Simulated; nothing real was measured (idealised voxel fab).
voxel quadruple lines: a process module
This is section cut - it's 240 nm across, gridded in 5 nm square cells.
Just so we're on the same page, the cross-sections are grids of square cells, and they're listed out in bands top to bottom, each band one or more rows deep.
Quick guide to a band line: top height, bottom height (nm) up front; then every material left to right with its width in nm. Only one material and it's marked "everywhere"? Then it fills the band edge to edge. And "empty" just means empty space.
Height datum 0, below which the as-received substrate wafer is one material. Lowest band open at the bottom, running downward: "0..down".
So if you see something like "30 to 40" for the width, read it as the top row of the band sitting at the first number and the bottom row at the second, with every row in between moving by the same amount as the last.
What does "nothing got changed" mean for a step? It means no cell of the cross-section changed in that step.
The label "Completely sealed voids" introduces a list of the empty spaces, 8 cells or larger, that have no open way up to the top; each entry in it reads width x height at distance, where the distance is taken from the left edge and all three are stated in nm.
Past the settings on a step's line: simulator remark, on that step.
"overlay nm" denotes, for a step that has a mask, the displacement of the mask to the right of its planned place, with negative values corresponding to the left.

Planned process steps:
1,op RECEIVE | material Si
2,op CONFORMAL_DEP | material SiO2 | thk nm 10
3,op DIRECTIONAL_DEP | material TiN | thk nm 15
4,op DIRECTIONAL_DEP | material polySi | thk nm 20
5,op DIRECTIONAL_DEP | material aC | thk nm 20
6,op PATTERN | tone cover | mask id MANDREL | material resist | width nm 30 | thk nm 30 | overlay nm -15
7,op DIRECTIONAL_ETCH | etch materials aC | depth nm 20
8,op STRIP | etch materials resist
9,op CONFORMAL_DEP | material SiO2 | thk nm 10
10,op DIRECTIONAL_ETCH | etch materials SiO2 | depth nm 10
11,op STRIP | etch materials aC
12,op DIRECTIONAL_ETCH | etch materials polySi | depth nm 20
13,op STRIP | etch materials SiO2
14,op CONFORMAL_DEP | material SiCN | thk nm 10
15,op DIRECTIONAL_ETCH | etch materials SiCN | depth nm 10
16,op STRIP | etch materials polySi
17,op DIRECTIONAL_ETCH | etch materials TiN | depth nm 15
18,op STRIP | etch materials SiCN
The value of overlay nm given for step 6 in the plan refers to the first wafer; the wafers vary in this setting and are alike at the start.

As-received cross-section, first of several wafers, post step 1:
- 0..down | Si everywhere
- Completely sealed voids: none

Below, a row for every wafer. Read it as the end-of-module picture: for each material the wafer shows its cells gained (+) or lost (-) since it was received, and then its closed voids:
overlay nm -15 | +96 SiO2 | +24 TiN | Completely sealed voids: none
overlay nm -10 | +96 SiO2 | +24 TiN | Completely sealed voids: none
overlay nm -5 | +96 SiO2 | +24 TiN | Completely sealed voids: none
overlay nm 0 | +96 SiO2 | +24 TiN | Completely sealed voids: none
overlay nm 5 | +96 SiO2 | +24 TiN | Completely sealed voids: none
overlay nm 10 | +96 SiO2 | +24 TiN | Completely sealed voids: none
overlay nm 15 | +96 SiO2 | +24 TiN | Completely sealed voids: none
